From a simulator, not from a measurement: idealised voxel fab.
process module | voxel double patterning
cross-section cut | 180 nm wide | cells 5 nm
A cross-section is a grid of square cells, given in bands from the top down. A band is one or more rows of cells.
Each band's line starts with the height of the band's top and of its bottom, in nm. Then come its materials from left to right, each with its width in nm. One material with "throughout" fills the band from edge to edge. "air" is empty space.
Height 0 is the level under which the wafer as received is all one material. The lowest band goes on downwards, as in "0 down".
A width such as "30 to 40" changes by the same amount from each row of cells to the next, from the band's top row to its bottom row.
"no change" after a step means that no cell of the cross-section changed.
closed voids: empty space of 8 cells or more with no open way to the top, each as width x height at its distance from the left edge, in nm
after a step's settings: what the simulator itself notes on the step
overlay nm, on a step with a mask: how far to the right of its planned place the mask lay; to the left if negative
plan
1 op RECEIVE | material Si
2 op CONFORMAL_DEP | material SiO2 | thk nm 10
3 op DIRECTIONAL_DEP | material polySi | thk nm 10
4 op DIRECTIONAL_DEP | material SiCN | thk nm 5
5 op MASKED_ETCH | tone open | mask id FIRST | width nm 15 | pitch nm 50 | etch materials SiCN | depth nm 5 | overlay nm 0
6 op MASKED_ETCH | tone open | mask id SECOND | width nm 15 | etch materials SiCN | depth nm 5 | overlay nm 0
7 op DIRECTIONAL_ETCH | etch materials polySi | depth nm 10
8 op STRIP | etch materials SiCN
first wafer, as planned
as received, after step 1
  0 down: Si throughout
  closed voids: none
after step 2
  10 to 0: SiO2 throughout
  below 0: unchanged
after step 3
  20 to 10: polySi throughout
  below 10: unchanged
after step 4
  25 to 20: SiCN throughout
  below 20: unchanged
after step 5
  25 to 20: SiCN 55 | air 15 | SiCN 35 | air 15 | SiCN 60
  below 20: unchanged
after step 6
  25 to 20: SiCN 55 | air 15 | SiCN 10 | air 15 | SiCN 10 | air 15 | SiCN 60
  below 20: unchanged
after step 7
  25 to 20: SiCN 55 | air 15 | SiCN 10 | air 15 | SiCN 10 | air 15 | SiCN 60
  20 to 10: polySi 55 | air 15 | polySi 10 | air 15 | polySi 10 | air 15 | polySi 60
  below 10: unchanged
after step 8
  20 to 10: polySi 55 | air 15 | polySi 10 | air 15 | polySi 10 | air 15 | polySi 60
  below 10: unchanged
second wafer: like start, like plan, one mistake. Through step 2 it matches the first wafer
when step 3 should have ended
  15 to 10: polySi throughout
  below 10: unchanged
when step 4 should have ended
  20 to 15: SiCN throughout
  below 15: unchanged
when step 5 should have ended
  20 to 15: SiCN 55 | air 15 | SiCN 35 | air 15 | SiCN 60
  below 15: unchanged
when step 6 should have ended
  20 to 15: SiCN 55 | air 15 | SiCN 10 | air 15 | SiCN 10 | air 15 | SiCN 60
  below 15: unchanged
when step 7 should have ended
  20 to 15: SiCN 55 | air 15 | SiCN 10 | air 15 | SiCN 10 | air 15 | SiCN 60
  15 to 10: polySi 55 | air 15 | polySi 10 | air 15 | polySi 10 | air 15 | polySi 60
  below 10: unchanged
when step 8 should have ended
  15 to 10: polySi 55 | air 15 | polySi 10 | air 15 | polySi 10 | air 15 | polySi 60
  below 10: unchanged
what went wrong: step 3 ran as: op DIRECTIONAL_DEP | material polySi | thk nm 5
at the end the second wafer has, in cells: 27 fewer of polySi
